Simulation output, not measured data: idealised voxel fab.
Proc. module: voxel self aligned vias
The cross-section on display is named cut; it measures 255 nm wide, and its cells are 5 nm squares.
Bands, listed from the top down, are how a cross-section gets written in this document; the cross-section itself is a grid of square cells, and a band is one or more rows of them. Within each band entry, the heights of the top and of the bottom of the band appear first, in that order and in nm; the materials of the band then follow from left to right, each with its corresponding width in nm. The designation "full width" on a single material indicates that it fills the band from edge to edge; the designation "blank" indicates empty space. Heights from 0 (as-received wafer is one material below). Bottom band endless downward, as "top 0, no bottom". Per-row width for "30..40": begins at first number (top row of band), ends at second number (bottom row), increment between rows held constant. "everything unchanged" (step): cross-section cells unchanged, all of them. Empty spaces counting at least 8 cells and having no open way to the top are listed in "Closed empty spaces". The notation width x height at distance is used for each, the distance being from the left edge and all three values in nm. Past the settings on a step's line: simulator remark, on that step. overlay nm: step with mask; distance mask lay right of planned place; negative value = left of planned place.

-- Intended process steps
step 1: op RECEIVE | material Si
step 2: op CONFORMAL_DEP | material SiO2 | thk nm 15
step 3: op CONFORMAL_DEP | material SiCN | thk nm 5
step 4: op DIRECTIONAL_DEP | material SiO2 | thk nm 25
step 5: op PATTERN | tone open | mask id LINES | material resist | width nm 30 | pitch nm 70 | thk nm 20 | overlay nm 0
step 6: op DIRECTIONAL_ETCH | etch materials SiO2 | depth nm 25
step 7: op STRIP | etch materials resist
step 8: op CONFORMAL_DEP | material TiN | thk nm 5
step 9: op FILL_DEP | material W | thk nm 5
step 10: op CMP | height nm 45
step 11: op SELECTIVE_ETCH | etch materials W Ru TiN | depth nm 5
step 12: op FILL_DEP | material SiN | thk nm 5
step 13: op CMP | height nm 45
step 14: op DIRECTIONAL_DEP | material SiO2 | thk nm 20
step 15: op PATTERN | tone open | mask id VIAS | material resist | width nm 40 | pitch nm 70 | thk nm 20 | overlay nm 0
step 16: op DIRECTIONAL_ETCH | etch materials SiO2 | depth nm 20
step 17: op DIRECTIONAL_ETCH | etch materials SiN | depth nm 5
step 18: op STRIP | etch materials resist
step 19: op CONFORMAL_DEP | material TiN | thk nm 5
step 20: op FILL_DEP | material W | thk nm 5
step 21: op CMP | height nm 65
step 22: op CONFORMAL_DEP | material SiN | thk nm 5

-- Run as planned: first of two wafers

-- Cross-section of the wafer as it came to us, i.e., already through step 1
    top 0, no bottom = Si full width
    Closed empty spaces: none

-- Presented here is a cross-section of the wafer after step 2 has been performed
    top 15, bottom 0 = SiO2 full width
    Anything lower than 0 is untouched.

-- Presented here is a cross-section of the wafer after step 3 has been performed
    top 20, bottom 15 = SiCN full width
    Anything lower than 15 is untouched.

-- Presented here is a cross-section of the wafer after step 4 has been performed
    top 45, bottom 20 = SiO2 full width
    Anything lower than 20 is untouched.

-- Presented here is a cross-section of the wafer after step 5 has been performed
    top 65, bottom 45 = resist 75  blank 30  resist 40  blank 30  resist 80
    Anything lower than 45 is untouched.

-- Presented here is a cross-section of the wafer after step 6 has been performed
    top 65, bottom 45 = resist 75  blank 30  resist 40  blank 30  resist 80
    top 45, bottom 20 = SiO2 75  blank 30  SiO2 40  blank 30  SiO2 80
    Anything lower than 20 is untouched.

-- Presented here is a cross-section of the wafer after step 7 has been performed
    top 45, bottom 20 = SiO2 75  blank 30  SiO2 40  blank 30  SiO2 80
    Anything lower than 20 is untouched.

-- Presented here is a cross-section of the wafer after step 8 has been performed
    top 50, bottom 45 = TiN 80  blank 20  TiN 50  blank 20  TiN 85
    top 45, bottom 25 = SiO2 75  TiN 5  blank 20  TiN 5  SiO2 40  TiN 5  blank 20  TiN 5  SiO2 80
    top 25, bottom 20 = SiO2 75  TiN 30  SiO2 40  TiN 30  SiO2 80
    Anything lower than 20 is untouched.

-- Presented here is a cross-section of the wafer after step 9 has been performed
    top 55, bottom 50 = W full width
    top 50, bottom 45 = TiN 80  W 20  TiN 50  W 20  TiN 85
    top 45, bottom 25 = SiO2 75  TiN 5  W 20  TiN 5  SiO2 40  TiN 5  W 20  TiN 5  SiO2 80
    Anything lower than 25 is untouched.

-- Presented here is a cross-section of the wafer after step 10 has been performed
    top 45, bottom 25 = SiO2 75  TiN 5  W 20  TiN 5  SiO2 40  TiN 5  W 20  TiN 5  SiO2 80
    Anything lower than 25 is untouched.

-- Presented here is a cross-section of the wafer after step 11 has been performed
    top 45, bottom 40 = SiO2 75  blank 30  SiO2 40  blank 30  SiO2 80
    Anything lower than 40 is untouched.

-- Presented here is a cross-section of the wafer after step 12 has been performed
    top 50, bottom 45 = SiN full width
    top 45, bottom 40 = SiO2 75  SiN 30  SiO2 40  SiN 30  SiO2 80
    Anything lower than 40 is untouched.

-- Presented here is a cross-section of the wafer after step 13 has been performed
    top 45, bottom 40 = SiO2 75  SiN 30  SiO2 40  SiN 30  SiO2 80
    Anything lower than 40 is untouched.

-- Presented here is a cross-section of the wafer after step 14 has been performed
    top 65, bottom 45 = SiO2 full width
    Anything lower than 45 is untouched.

-- Presented here is a cross-section of the wafer after step 15 has been performed
    top 85, bottom 65 = resist 70  blank 40  resist 30  blank 40  resist 75
    Anything lower than 65 is untouched.

-- Presented here is a cross-section of the wafer after step 16 has been performed
    top 85, bottom 65 = resist 70  blank 40  resist 30  blank 40  resist 75
    top 65, bottom 45 = SiO2 70  blank 40  SiO2 30  blank 40  SiO2 75
    Anything lower than 45 is untouched.

-- Presented here is a cross-section of the wafer after step 17 has been performed
    top 85, bottom 65 = resist 70  blank 40  resist 30  blank 40  resist 75
    top 65, bottom 45 = SiO2 70  blank 40  SiO2 30  blank 40  SiO2 75
    top 45, bottom 40 = SiO2 75  blank 30  SiO2 40  blank 30  SiO2 80
    Anything lower than 40 is untouched.

-- Presented here is a cross-section of the wafer after step 18 has been performed
    top 65, bottom 45 = SiO2 70  blank 40  SiO2 30  blank 40  SiO2 75
    Anything lower than 45 is untouched.

-- Presented here is a cross-section of the wafer after step 19 has been performed
    top 70, bottom 65 = TiN 75  blank 30  TiN 40  blank 30  TiN 80
    top 65, bottom 50 = SiO2 70  TiN 5  blank 30  TiN 5  SiO2 30  TiN 5  blank 30  TiN 5  SiO2 75
    top 50, bottom 45 = SiO2 70  TiN 10  blank 20  TiN 10  SiO2 30  TiN 10  blank 20  TiN 10  SiO2 75
    top 45, bottom 40 = SiO2 75  TiN 30  SiO2 40  TiN 30  SiO2 80
    Anything lower than 40 is untouched.

-- Presented here is a cross-section of the wafer after step 20 has been performed
    top 75, bottom 70 = W full width
    top 70, bottom 65 = TiN 75  W 30  TiN 40  W 30  TiN 80
    top 65, bottom 50 = SiO2 70  TiN 5  W 30  TiN 5  SiO2 30  TiN 5  W 30  TiN 5  SiO2 75
    top 50, bottom 45 = SiO2 70  TiN 10  W 20  TiN 10  SiO2 30  TiN 10  W 20  TiN 10  SiO2 75
    Anything lower than 45 is untouched.

-- Presented here is a cross-section of the wafer after step 21 has been performed
    top 65, bottom 50 = SiO2 70  TiN 5  W 30  TiN 5  SiO2 30  TiN 5  W 30  TiN 5  SiO2 75
    Anything lower than 50 is untouched.

-- Presented here is a cross-section of the wafer after step 22 has been performed
    top 70, bottom 65 = SiN full width
    Anything lower than 65 is untouched.

-- Second of two: same start, same plan, one run error; steps up to and including 3 match the first

-- What the second wafer looks like in cross-section when step 4 should have wrapped up
    top 40, bottom 20 = SiO2 full width
    Anything lower than 20 is untouched.

-- What the second wafer looks like in cross-section when step 5 should have wrapped up
    top 60, bottom 40 = resist 75  blank 30  resist 40  blank 30  resist 80
    Anything lower than 40 is untouched.

-- What the second wafer looks like in cross-section when step 6 should have wrapped up
    top 60, bottom 40 = resist 75  blank 30  resist 40  blank 30  resist 80
    top 40, bottom 20 = SiO2 75  blank 30  SiO2 40  blank 30  SiO2 80
    Anything lower than 20 is untouched.

-- What the second wafer looks like in cross-section when step 7 should have wrapped up
    top 40, bottom 20 = SiO2 75  blank 30  SiO2 40  blank 30  SiO2 80
    Anything lower than 20 is untouched.

-- What the second wafer looks like in cross-section when step 8 should have wrapped up
    top 45, bottom 40 = TiN 80  blank 20  TiN 50  blank 20  TiN 85
    top 40, bottom 25 = SiO2 75  TiN 5  blank 20  TiN 5  SiO2 40  TiN 5  blank 20  TiN 5  SiO2 80
    top 25, bottom 20 = SiO2 75  TiN 30  SiO2 40  TiN 30  SiO2 80
    Anything lower than 20 is untouched.

-- What the second wafer looks like in cross-section when step 9 should have wrapped up
    top 50, bottom 45 = W full width
    top 45, bottom 40 = TiN 80  W 20  TiN 50  W 20  TiN 85
    top 40, bottom 25 = SiO2 75  TiN 5  W 20  TiN 5  SiO2 40  TiN 5  W 20  TiN 5  SiO2 80
    Anything lower than 25 is untouched.

-- What the second wafer looks like in cross-section when step 10 should have wrapped up
    top 45, bottom 40 = TiN 80  W 20  TiN 50  W 20  TiN 85
    Anything lower than 40 is untouched.

-- What the second wafer looks like in cross-section when step 11 should have wrapped up
    top 40, bottom 25 = SiO2 75  TiN 5  W 20  TiN 5  SiO2 40  TiN 5  W 20  TiN 5  SiO2 80
    Anything lower than 25 is untouched.

-- What the second wafer looks like in cross-section when step 12 should have wrapped up
    top 45, bottom 40 = SiN full width
    Anything lower than 40 is untouched.

What the second wafer looks like in cross-section when step 13 should have wrapped up: everything unchanged

-- What the second wafer looks like in cross-section when step 14 should have wrapped up
    top 65, bottom 45 = SiO2 full width
    Anything lower than 45 is untouched.

-- What the second wafer looks like in cross-section when step 15 should have wrapped up
    top 85, bottom 65 = resist 70  blank 40  resist 30  blank 40  resist 75
    Anything lower than 65 is untouched.

-- What the second wafer looks like in cross-section when step 16 should have wrapped up
    top 85, bottom 65 = resist 70  blank 40  resist 30  blank 40  resist 75
    top 65, bottom 45 = SiO2 70  blank 40  SiO2 30  blank 40  SiO2 75
    Anything lower than 45 is untouched.

-- What the second wafer looks like in cross-section when step 17 should have wrapped up
    top 85, bottom 65 = resist 70  blank 40  resist 30  blank 40  resist 75
    top 65, bottom 45 = SiO2 70  blank 40  SiO2 30  blank 40  SiO2 75
    top 45, bottom 40 = SiN 70  blank 40  SiN 30  blank 40  SiN 75
    Anything lower than 40 is untouched.

-- What the second wafer looks like in cross-section when step 18 should have wrapped up
    top 65, bottom 45 = SiO2 70  blank 40  SiO2 30  blank 40  SiO2 75
    Anything lower than 45 is untouched.

-- What the second wafer looks like in cross-section when step 19 should have wrapped up
    top 70, bottom 65 = TiN 75  blank 30  TiN 40  blank 30  TiN 80
    top 65, bottom 45 = SiO2 70  TiN 5  blank 30  TiN 5  SiO2 30  TiN 5  blank 30  TiN 5  SiO2 75
    top 45, bottom 40 = SiN 70  TiN 40  SiN 30  TiN 40  SiN 75
    Anything lower than 40 is untouched.

-- What the second wafer looks like in cross-section when step 20 should have wrapped up
    top 75, bottom 70 = W full width
    top 70, bottom 65 = TiN 75  W 30  TiN 40  W 30  TiN 80
    top 65, bottom 45 = SiO2 70  TiN 5  W 30  TiN 5  SiO2 30  TiN 5  W 30  TiN 5  SiO2 75
    Anything lower than 45 is untouched.

-- What the second wafer looks like in cross-section when step 21 should have wrapped up
    top 65, bottom 45 = SiO2 70  TiN 5  W 30  TiN 5  SiO2 30  TiN 5  W 30  TiN 5  SiO2 75
    Anything lower than 45 is untouched.

-- What the second wafer looks like in cross-section when step 22 should have wrapped up
    top 70, bottom 65 = SiN full width
    Anything lower than 65 is untouched.
Nonconformance to the process plan: step 4 went in with a setting other than planned; the actual run was op DIRECTIONAL_DEP | material SiO2 | thk nm 20
In the final state, the cell counts of the second wafer exceed or fall short of those of the first for the following materials: 35 more of SiN, 39 fewer of SiO2, 4 more of W
